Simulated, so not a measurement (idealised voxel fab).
Module name: voxel transistor to metal (process module)
Cross-section cut spans 300 nm and uses square cells 5 nm in size.
We lay out every cross-section as a grid of square cells and spell it out in bands from the top down, where one band means one or more rows of cells.
Within each band entry, the heights of the top and of the bottom of the band appear first, in that order and in nm; the materials of the band then follow from left to right, each with its corresponding width in nm. The designation "everywhere" on a single material indicates that it fills the band from edge to edge; the designation "air" indicates empty space.
Heights are measured from 0, the level below which the as-received wafer is all one material; the lowest band has no bottom and continues downward, written as in "z 0 and below".
The width entry "30 to 40" should be interpreted row by row: the top row of cells in the band takes the first number, the bottom row takes the second number, and the change between adjacent rows is uniform throughout.
Step note "remains unaltered" = no cross-section cell changed.
So "Trapped cavities" is basically the list of trapped voids: any empty space of 8 cells or more that can't reach the top through an opening. They're written width x height at distance, the distance being from the left edge, and it's all nm.
Whatever follows a step's settings on its line is a remark the simulator itself makes about that step.
The setting "overlay nm" may be written on the line of a step. When the step uses a mask, the value reports how far to the right of the planned place the mask lay, and a negative value reports that it lay to the left.
Steps planned for the process:
1. RECEIVE [material Si]
2. OXIDIZE [depth nm 5]
3. CONFORMAL_DEP [material SiN] [thk nm 15]
4. PATTERN [tone cover] [mask id ACTIVE] [material resist] [width nm 95] [pitch nm 115] [thk nm 20] [overlay nm 0]
5. DIRECTIONAL_ETCH [etch materials SiN] [depth nm 15]
6. DIRECTIONAL_ETCH [etch materials SiO2] [depth nm 5]
7. DIRECTIONAL_ETCH [etch materials Si] [depth nm 35]
8. STRIP [etch materials resist]
9. FILL_DEP [material SiO2] [thk nm 15]
10. CMP [height nm 15]
11. SELECTIVE_ETCH [etch materials SiO2] [depth nm 10]
12. STRIP [etch materials SiN]
13. SELECTIVE_ETCH [etch materials SiO2] [depth nm 5]
14. OXIDIZE [depth nm 5]
15. DIRECTIONAL_DEP [material polySi] [thk nm 20]
16. DIRECTIONAL_DEP [material SiCN] [thk nm 10]
17. PATTERN [tone cover] [mask id GATE] [material resist] [width nm 25] [pitch nm 115] [thk nm 15] [overlay nm 0]
18. DIRECTIONAL_ETCH [etch materials SiCN] [depth nm 20]
19. DIRECTIONAL_ETCH [etch materials polySi] [depth nm 30]
20. STRIP [etch materials resist]
21. CONFORMAL_DEP [material SiN] [thk nm 5]
22. DIRECTIONAL_ETCH [etch materials SiN] [depth nm 5]
23. DIRECTIONAL_ETCH [etch materials SiO2] [depth nm 5]
24. EPI [material SiGe] [thk nm 5]
25. FILL_DEP [material SiO2] [thk nm 10]
26. CMP [height nm 15]
27. STRIP [etch materials polySi]
28. SELECTIVE_ETCH [etch materials SiO2] [depth nm 5]
29. CONFORMAL_DEP [material HfO2] [thk nm 5]
30. CONFORMAL_DEP [material TiN] [thk nm 5]
31. FILL_DEP [material W] [thk nm 10]
32. CMP [height nm 10]
33. DIRECTIONAL_DEP [material SiO2] [thk nm 10]
34. DIRECTIONAL_DEP [material aC] [thk nm 10]
35. PATTERN [tone open] [mask id CONTACT] [material resist] [width nm 15] [thk nm 30] [overlay nm 0]
36. DIRECTIONAL_ETCH [etch materials aC] [depth nm 10]
37. STRIP [etch materials resist]
38. DIRECTIONAL_ETCH [etch materials SiO2] [depth nm 25]
39. STRIP [etch materials aC]
40. CONFORMAL_DEP [material TiN] [thk nm 5]
41. FILL_DEP [material Ru] [thk nm 5]
42. CMP [height nm 20]
43. CONFORMAL_DEP [material SiN] [thk nm 5]
44. DIRECTIONAL_DEP [material SiO2] [thk nm 25]
45. MASKED_ETCH [tone open] [mask id METAL_1] [width nm 15] [etch materials SiO2] [depth nm 25] [overlay nm 0]
46. MASKED_ETCH [tone open] [mask id METAL_1] [width nm 15] [etch materials SiN] [depth nm 5] [overlay nm 0]
47. CONFORMAL_DEP [material TiN] [thk nm 5]
48. FILL_DEP [material Ru] [thk nm 10]
49. CMP [height nm 50]
50. CONFORMAL_DEP [material SiCN] [thk nm 5]
51. DIRECTIONAL_DEP [material lowk] [thk nm 30]
52. DIRECTIONAL_DEP [material aC] [thk nm 10]
53. PATTERN [tone open] [mask id METAL_2] [material resist] [width nm 15] [pitch nm 115] [thk nm 25] [overlay nm 0]
54. DIRECTIONAL_ETCH [etch materials aC] [depth nm 10]
55. STRIP [etch materials resist]
56. DIRECTIONAL_ETCH [etch materials lowk] [depth nm 20]
57. STRIP [etch materials aC]
58. DIRECTIONAL_DEP [material aC] [thk nm 15]
59. PATTERN [tone open] [mask id METAL_2_HOLES] [material resist] [width nm 15] [pitch nm 115] [thk nm 30] [overlay nm 0]
60. DIRECTIONAL_ETCH [etch materials aC] [depth nm 15]
61. STRIP [etch materials resist]
62. DIRECTIONAL_ETCH [etch materials lowk] [depth nm 10]
63. DIRECTIONAL_ETCH [etch materials SiCN] [depth nm 5]
64. STRIP [etch materials aC]
65. CONFORMAL_DEP [material TiN] [thk nm 5]
66. FILL_DEP [material Ru] [thk nm 10]
67. CMP [height nm 85]
68. CONFORMAL_DEP [material SiN] [thk nm 5]
Here's what the wafer looked like in cross-section when it arrived - that's after step 1:
- z 0 and below  Si everywhere
- Trapped cavities: none
Wafer cross-section at end of module: start and plan as shown above, one execution error:
- z 90 to 85  SiN everywhere
- z 85 to 55  lowk: 50 | TiN: 5 | Ru: 5 | TiN: 5 | lowk: 100 | TiN: 5 | Ru: 5 | TiN: 5 | lowk: 120
- z 55 to 50  SiCN: 50 | TiN: 15 | SiCN: 100 | TiN: 15 | SiCN: 120
- z 50 to 25  SiO2: 50 | TiN: 5 | Ru: 5 | TiN: 5 | SiO2: 55 | TiN: 5 | Ru: 5 | TiN: 5 | SiO2: 30 | TiN: 5 | Ru: 5 | TiN: 5 | SiO2: 55 | TiN: 5 | Ru: 5 | TiN: 5 | SiO2: 50
- z 25 to 20  SiN: 50 | TiN: 15 | SiN: 55 | TiN: 15 | SiN: 30 | TiN: 15 | SiN: 55 | TiN: 15 | SiN: 50
- z 20 to 10  SiO2: 50 | TiN: 5 | Ru: 5 | TiN: 5 | SiO2: 55 | TiN: 5 | Ru: 5 | TiN: 5 | SiO2: 30 | TiN: 5 | Ru: 5 | TiN: 5 | SiO2: 55 | TiN: 5 | Ru: 5 | TiN: 5 | SiO2: 50
- z 10 to 0  SiO2: 50 | TiN: 5 | Ru: 5 | TiN: 5 | SiO2: 10 | SiN: 5 | HfO2: 5 | TiN: 5 | W: 5 | TiN: 5 | HfO2: 5 | SiN: 5 | SiO2: 10 | TiN: 5 | Ru: 5 | TiN: 5 | SiO2: 30 | TiN: 5 | Ru: 5 | TiN: 5 | SiO2: 10 | SiN: 5 | HfO2: 5 | TiN: 5 | W: 5 | TiN: 5 | HfO2: 5 | SiN: 5 | SiO2: 10 | TiN: 5 | Ru: 5 | TiN: 5 | SiO2: 50
- z 0 to -5  SiO2: 30 | SiN: 5 | SiO2: 15 | TiN: 15 | SiO2: 10 | SiN: 5 | HfO2: 5 | TiN: 15 | HfO2: 5 | SiN: 5 | SiO2: 10 | TiN: 15 | SiO2: 30 | TiN: 15 | SiO2: 10 | SiN: 5 | HfO2: 5 | TiN: 15 | HfO2: 5 | SiN: 5 | SiO2: 10 | TiN: 15 | SiO2: 15 | SiN: 5 | SiO2: 30
- z -5 to -10  SiO2: 30 | SiN: 5 | SiO2: 5 | SiN: 5 | SiGe: 30 | HfO2: 35 | SiGe: 30 | SiN: 5 | SiO2: 10 | SiN: 5 | SiGe: 30 | HfO2: 35 | SiGe: 30 | SiN: 5 | SiO2: 5 | SiN: 5 | SiO2: 30
- z -10 to -15  SiO2: 30 | SiN: 5 | SiO2: 5 | SiN: 5 | SiO2: 5 | Si: 85 | SiO2: 5 | SiN: 5 | SiO2: 10 | SiN: 5 | SiO2: 5 | Si: 85 | SiO2: 5 | SiN: 5 | SiO2: 5 | SiN: 5 | SiO2: 30
- z -15 to -20  SiO2: 50 | Si: 85 | SiO2: 30 | Si: 85 | SiO2: 50
- z -20 to -40  SiO2: 45 | Si: 95 | SiO2: 20 | Si: 95 | SiO2: 45
- z -40 and below  Si everywhere
- Trapped cavities: none
What was the processing mistake? the executed order of steps 11 and 12 is the reverse of that specified in the plan, each step having taken the other's position
